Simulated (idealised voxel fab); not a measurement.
Title: Process Module voxel released beams
Xsec cut, 195 nm wide, square cell size 5 nm.
The cross-sections in this document take the form of a grid made of square cells. They are written out as bands, in order from top to bottom. Each band consists of one or more rows of cells. The band entry comprises the height of the band's top followed by the height of its bottom, expressed in nm, and subsequently the band's materials from left to right, each stated together with its width in nm. Where a single material is marked with the word "edge to edge", that material fills the band from edge to edge. The word "blank" represents empty space. A quick word on heights: they are counted from 0, and under that level the wafer as it came to us is one material throughout. The lowest band is different from the rest in having no bottom; it simply continues downward, written as in "from 0 down". Read "30 to 40" as a graded width: first number on top, second number at the bottom, same change between each pair of neighbouring rows. For the purposes of this document, the phrase "no modification" attached to a step denotes that no cell within the cross-section was modified by that step. If an empty space has no open way to the top and is at least 8 cells in size, "Catalogued sealed voids" lists it, written width x height at distance, where distance is measured from the left edge and every value is in nm. The remark found on a step's line after its settings is issued by the simulator itself and pertains to that step. The line of a step may include "overlay nm". On a step with a mask, this value is how far to the right of its planned place the mask lay. A negative value means the mask lay to the left.

# Planned process steps
| 1 | RECEIVE (material Si) |
| 2 | CONFORMAL_DEP (material SiN; thk nm 10) |
| 3 | DIRECTIONAL_DEP (material SiO2; thk nm 20) |
| 4 | MASKED_ETCH (tone open; mask id ANCHOR; width nm 45; etch materials SiO2; depth nm 20; overlay nm 0) |
| 5 | CONFORMAL_DEP (material TiN; thk nm 15) |
| 6 | PATTERN (tone cover; mask id BEAM; material resist; width nm 125; thk nm 15; overlay nm -15) |
| 7 | DIRECTIONAL_ETCH (etch materials TiN; depth nm 15) |
| 8 | STRIP (etch materials resist) |
| 9 | STRIP (etch materials SiO2) |
Where the wafers of this document differ is in the overlay nm of step 6; they start out the same, and the plan states the value that applied to the first wafer.

# Cross-section of the first of several received wafers, showing its state after step 1
    from 0 down = Si edge to edge
    Catalogued sealed voids: none

# Cross-sectional representation of the first of several wafers at the end of the module, i.e. after its terminal step, step 9
    from 45 to 30 = blank=15; TiN=35; blank=15; TiN=75; blank=55
    from 30 to 25 = blank=35; TiN=15; blank=15; TiN=15; blank=115
    from 25 to 10 = blank=35; TiN=45; blank=115
    from 10 to 0 = SiN edge to edge
    from 0 down = Si edge to edge
    Catalogued sealed voids: none

# Module end, final wafer: cross-section
    from 45 to 30 = blank=45; TiN=5; blank=15; TiN=105; blank=25
    from 30 to 25 = blank=35; TiN=15; blank=15; TiN=15; blank=115
    from 25 to 10 = blank=35; TiN=45; blank=115
    from 10 to 0 = SiN edge to edge
    from 0 down = Si edge to edge
    Catalogued sealed voids: none

# Here is how to read the rows: every wafer has a row, and it shows the wafer at the end of the module, giving for each material how many cells were gained (+) or lost (-) since the wafer was received, then listing its closed voids
overlay nm -15 | +78 SiN | +99 TiN | Catalogued sealed voids: none
overlay nm -10 | +78 SiN | +99 TiN | Catalogued sealed voids: none
overlay nm -5 | +78 SiN | +99 TiN | Catalogued sealed voids: none
overlay nm 0 | +78 SiN | +99 TiN | Catalogued sealed voids: none
overlay nm 5 | +78 SiN | +99 TiN | Catalogued sealed voids: none
overlay nm 10 | +78 SiN | +99 TiN | Catalogued sealed voids: none
overlay nm 15 | +78 SiN | +99 TiN | Catalogued sealed voids: none
